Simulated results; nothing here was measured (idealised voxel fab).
The document below concerns the process module designated voxel self aligned contacts.
Xsec cut, 170 nm wide, square cell size 5 nm.
A cross-section is written here as square cells arranged in a grid, and it is given in bands from the top down, each band taking up one or more rows of cells. What a band's entry tells you: where the top is and where the bottom is, as heights in nm, and after that what lies inside, material by material from left to right, each with its width in nm. Empty space is written as the word "blank", and a single material marked with the word "everywhere" occupies the band from edge to edge. Heights are expressed relative to 0, this being the level below which the as-received wafer comprises one material exclusively. The lowest band is unbounded in the downward direction and is denoted as in "0 down". Per-row width for "30..40": begins at first number (top row of band), ends at second number (bottom row), increment between rows held constant. "left unchanged" for a step: no cell of the cross-section changed in that step. The entry titled "Entrapped voids" provides the empty spaces that have no open way to the top, restricted to those of 8 cells or more. Each is presented as width x height at distance, the distance being measured from the left edge, with all three in nm. That trailing text on a step's line, after the settings, is the simulator's own remark on the step. What "overlay nm" on a step's line means: if the step has a mask, that mask lay this far to the right of its planned place, or, when the value is negative, to the left.

Planned step list for the process
1: RECEIVE [material Si]
2: CONFORMAL_DEP [material SiO2] [thk nm 5]
3: DIRECTIONAL_DEP [material polySi] [thk nm 30]
4: DIRECTIONAL_DEP [material SiN] [thk nm 20]
5: DIRECTIONAL_DEP [material aC] [thk nm 10]
6: PATTERN [tone cover] [mask id GATE] [material resist] [width nm 30] [pitch nm 60] [thk nm 25] [overlay nm 0]
7: DIRECTIONAL_ETCH [etch materials aC] [depth nm 10]
8: STRIP [etch materials resist]
9: DIRECTIONAL_ETCH [etch materials SiN] [depth nm 20]
10: DIRECTIONAL_ETCH [etch materials polySi] [depth nm 30]
11: STRIP [etch materials aC]
12: CONFORMAL_DEP [material SiN] [thk nm 5]
13: DIRECTIONAL_ETCH [etch materials SiN] [depth nm 5]
14: FILL_DEP [material SiO2] [thk nm 10]
15: CMP [height nm 60]
16: PATTERN [tone open] [mask id CONTACT] [material resist] [width nm 40] [thk nm 15] [overlay nm 0]
17: DIRECTIONAL_ETCH [etch materials SiO2] [depth nm 60]
18: STRIP [etch materials resist]
19: CONFORMAL_DEP [material TiN] [thk nm 5]
20: FILL_DEP [material W] [thk nm 5]
21: CMP [height nm 60]
22: CONFORMAL_DEP [material SiN] [thk nm 5]

Wafer as received: cross-section following step 1
* 0 down  Si everywhere
* Entrapped voids: none

Cross-section, first of two wafers, end of module, run as planned
* 65 to 60  SiN everywhere
* 60 to 55  SiO2: 65  TiN: 15  W: 10  TiN: 15  SiO2: 65
* 55 to 35  SiO2: 35  SiN: 40  TiN: 5  W: 10  TiN: 5  SiN: 40  SiO2: 35
* 35 to 5  SiO2: 35  SiN: 5  polySi: 30  SiN: 5  TiN: 5  W: 10  TiN: 5  SiN: 5  polySi: 30  SiN: 5  SiO2: 35
* 5 to 0  SiO2: 75  TiN: 20  SiO2: 75
* 0 down  Si everywhere
* Entrapped voids: none

Second wafer at the end: like start, like plan, one mistake
* 65 to 60  SiN everywhere
* 60 to 55  SiO2: 65  TiN: 15  W: 10  TiN: 15  SiO2: 65
* 55 to 35  SiO2: 35  SiN: 40  TiN: 5  W: 10  TiN: 5  SiN: 40  SiO2: 35
* 35 to 15  SiO2: 35  SiN: 5  polySi: 30  SiN: 5  TiN: 5  W: 10  TiN: 5  SiN: 5  polySi: 30  SiN: 5  SiO2: 35
* 15 to 10  SiO2: 35  SiN: 5  polySi: 30  SiN: 5  TiN: 20  SiN: 5  polySi: 30  SiN: 5  SiO2: 35
* 10 to 5  SiN: 40  polySi: 30  SiN: 30  polySi: 30  SiN: 40
* 5 to 0  SiO2 everywhere
* 0 down  Si everywhere
* Entrapped voids: none
Diagnosis: steps 12 and 13 of the plan were each performed in the slot designated for the other
Heads up, by the end the second wafer has more or fewer cells of some materials compared to the first: 18 more of SiN; 10 fewer of SiO2; 4 fewer of TiN; 4 fewer of W
